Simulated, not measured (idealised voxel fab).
Process module in this document: voxel fin reveal
Section cut is 245 nm wide and gridded with 5 nm square cells.
Notation: cross-section as square-cell grid; stated in bands, top first, going down; one or more cell rows per band. A band entry consists of two parts. The first gives the height of the band's top and the height of its bottom, in nm. The rest lists the band's materials from left to right, each with its width in nm. A single material labelled with the word "full width" fills the band from edge to edge, and the word "air" marks empty space. Beneath 0, the wafer as received is one material, and that level is where height counting begins. The lowest band goes on downward without a bottom; it is written like "0 nm and below". Quick explanation for "30->40": the width changes in equal steps down the rows of cells, from the first number in the band's top row to the second number in its bottom row. Where the words "left unchanged" appear for a step, the cross-section shows no cell changed by that step; every cell remained as before. You'll see "Enclosed internal voids" listing empty spaces that have no way open to the top, as long as they're 8 cells or more; the notation is width x height at distance, where the distance is from the left edge, and all of it is in nm. Post-settings text on a step line: simulator's own remark regarding the step. The "overlay nm" setting may appear on a step's line; for a step that uses a mask, it gives how far to the right of its planned position the mask lay, and a negative value indicates the left.
[The planned process steps are enumerated hereunder]
- 1: RECEIVE with material Si
- 2: CONFORMAL_DEP with material SiN, thk nm 10
- 3: MASKED_ETCH with tone cover, mask id FINS, width nm 15, pitch nm 40, etch materials SiN, depth nm 10, overlay nm 0
- 4: MASKED_ETCH with tone cover, mask id FINS, width nm 15, pitch nm 40, etch materials Si, depth nm 35, overlay nm 0
- 5: OXIDIZE with depth nm 5
- 6: FILL_DEP with material SiO2, thk nm 15
- 7: CMP with height nm 10
- 8: SELECTIVE_ETCH with etch materials SiO2, depth nm 30
- 9: STRIP with etch materials SiN
[Cross-sectional view of the wafer in its as-received condition, corresponding to the state after step 1]
- 0 nm and below  Si full width
- Enclosed internal voids: none
[first wafer at the end, as planned]
- 0 nm to -20 nm  100 of air | 5 of Si | 35 of air | 5 of Si | 100 of air
- -20 nm to -40 nm  100 of SiO2 | 5 of Si | 35 of SiO2 | 5 of Si | 100 of SiO2
- -40 nm and below  Si full width
- Enclosed internal voids: none
[second wafer at the end: like start, like plan, one mistake]
- 0 nm to -40 nm  100 of air | 5 of Si | 35 of air | 5 of Si | 100 of air
- -40 nm and below  Si full width
- Enclosed internal voids: none
Deviation from plan: regarding the plan, step 8 was run twice
Wrapping up, a cell-based count of both wafers puts the second over or under the first for these materials: -188 SiO2
